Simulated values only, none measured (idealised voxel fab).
The name of this process module is voxel double patterning.
Section shown: cut. Width: 230 nm. Cell size: 5 nm, square.
Reading order for cross-sections: top band down to bottom band. Underlying form: a grid of square cells. Band size: one or more rows of cells.
The band entry comprises the height of the band's top followed by the height of its bottom, expressed in nm, and subsequently the band's materials from left to right, each stated together with its width in nm. Where a single material is marked with the word "full width", that material fills the band from edge to edge. The word "air" represents empty space.
Heads up on the height convention: 0 is the point under which the incoming wafer is all one material, and the lowest band has no bottom, it just keeps going down, like "0 down".
Per-row width for "30->40": begins at first number (top row of band), ends at second number (bottom row), increment between rows held constant.
Take "stayed the same" at face value: in the step it is given for, the cross-section changed in none of its cells.
Basically, "Closed void inventory" tells you about the enclosed voids: empty spaces with no open way to the top, 8 cells or bigger, each written width x height at distance, where distance is from the left edge, all in nm.
Note: text after step settings on the step line = simulator remark on that step.
The optional step-line setting "overlay nm" applies to steps with a mask and quantifies how far to the right of its planned location the mask lay, a negative value indicating leftward placement.
-- Intended process steps
1: RECEIVE | material Si
2: CONFORMAL_DEP | material SiN | thk nm 5
3: DIRECTIONAL_DEP | material SiO2 | thk nm 15
4: DIRECTIONAL_DEP | material SiCN | thk nm 10
5: PATTERN | tone open | mask id FIRST | material resist | width nm 15 | pitch nm 50 | thk nm 15 | overlay nm 0
6: DIRECTIONAL_ETCH | etch materials SiCN | depth nm 10
7: STRIP | etch materials resist
8: PATTERN | tone open | mask id SECOND | material resist | width nm 15 | pitch nm 50 | thk nm 20 | overlay nm 0
9: DIRECTIONAL_ETCH | etch materials SiCN | depth nm 10
10: STRIP | etch materials resist
11: DIRECTIONAL_ETCH | etch materials SiO2 | depth nm 15
12: STRIP | etch materials SiCN
-- Cross-section of the incoming wafer, state after step 1
* 0 down  Si full width
* Closed void inventory: none
-- The plan above was carried out on the starting structure above with one mistake, and this cross-section shows the wafer at the end of the module
* 25 to 10  SiO2=55, then air=15, then SiO2=10, then air=15, then SiO2=10, then air=15, then SiO2=10, then air=15, then SiO2=10, then air=15, then SiO2=60
* 10 to 5  SiO2 full width
* 5 to 0  SiN full width
* 0 down  Si full width
* Closed void inventory: none
What was done differently from what was planned? rather than as planned, step 3 actually ran as DIRECTIONAL_DEP | material SiO2 | thk nm 20
